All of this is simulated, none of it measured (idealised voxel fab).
process module | voxel trench capacitor
cross-section cut | 250 nm wide | cells 5 nm
A cross-section is a grid of square cells, given in bands from the top down. A band is one or more rows of cells.
Each band's line starts with the height of the band's top and of its bottom, in nm. Then come its materials from left to right, each with its width in nm. One material with "throughout" fills the band from edge to edge. "air" is empty space.
Height 0 is the level under which the wafer as received is all one material. The lowest band goes on downwards, as in "0 down".
A width such as "30 to 40" changes by the same amount from each row of cells to the next, from the band's top row to its bottom row.
"no change" after a step means that no cell of the cross-section changed.
closed voids: empty space of 8 cells or more with no open way to the top, each as width x height at its distance from the left edge, in nm
after a step's settings: what the simulator itself notes on the step
overlay nm, on a step with a mask: how far to the right of its planned place the mask lay; to the left if negative
plan
1 op RECEIVE | material Si
2 op CONFORMAL_DEP | material SiN | thk nm 10
3 op PATTERN | tone open | mask id TRENCH | material resist | width nm 20 | pitch nm 40 | thk nm 20 | overlay nm 0
4 op DIRECTIONAL_ETCH | etch materials SiN | depth nm 10
5 op DIRECTIONAL_ETCH | etch materials Si | depth nm 35
6 op STRIP | etch materials resist
7 op CONFORMAL_DEP | material Al2O3 | thk nm 5
8 op FILL_DEP | material polySi | thk nm 5
9 op CMP | height nm 10
as received, after step 1
  0 down: Si throughout
  closed voids: none
first wafer at the end, as planned
  10 to 0: SiN 95 | Al2O3 5 | polySi 10 | Al2O3 5 | SiN 20 | Al2O3 5 | polySi 10 | Al2O3 5 | SiN 95
  0 to -30: Si 95 | Al2O3 5 | polySi 10 | Al2O3 5 | Si 20 | Al2O3 5 | polySi 10 | Al2O3 5 | Si 95
  -30 to -35: Si 95 | Al2O3 20 | Si 20 | Al2O3 20 | Si 95
  -35 down: Si throughout
  closed voids: none
second wafer at the end: like start, like plan, one mistake
  10 to 0: polySi 95 | Al2O3 5 | polySi 10 | Al2O3 5 | polySi 20 | Al2O3 5 | polySi 10 | Al2O3 5 | polySi 95
  0 to -20: Si 95 | Al2O3 5 | polySi 10 | Al2O3 5 | Si 20 | Al2O3 5 | polySi 10 | Al2O3 5 | Si 95
  -20 to -25: Si 95 | Al2O3 20 | Si 20 | Al2O3 20 | Si 95
  -25 down: Si throughout
  closed voids: none
what went wrong: step 2 ran as: op CONFORMAL_DEP | material polySi | thk nm 10
at the end the second wafer has, in cells: 8 fewer of Al2O3 | 16 more of Si | 84 fewer of SiN | 76 more of polySi
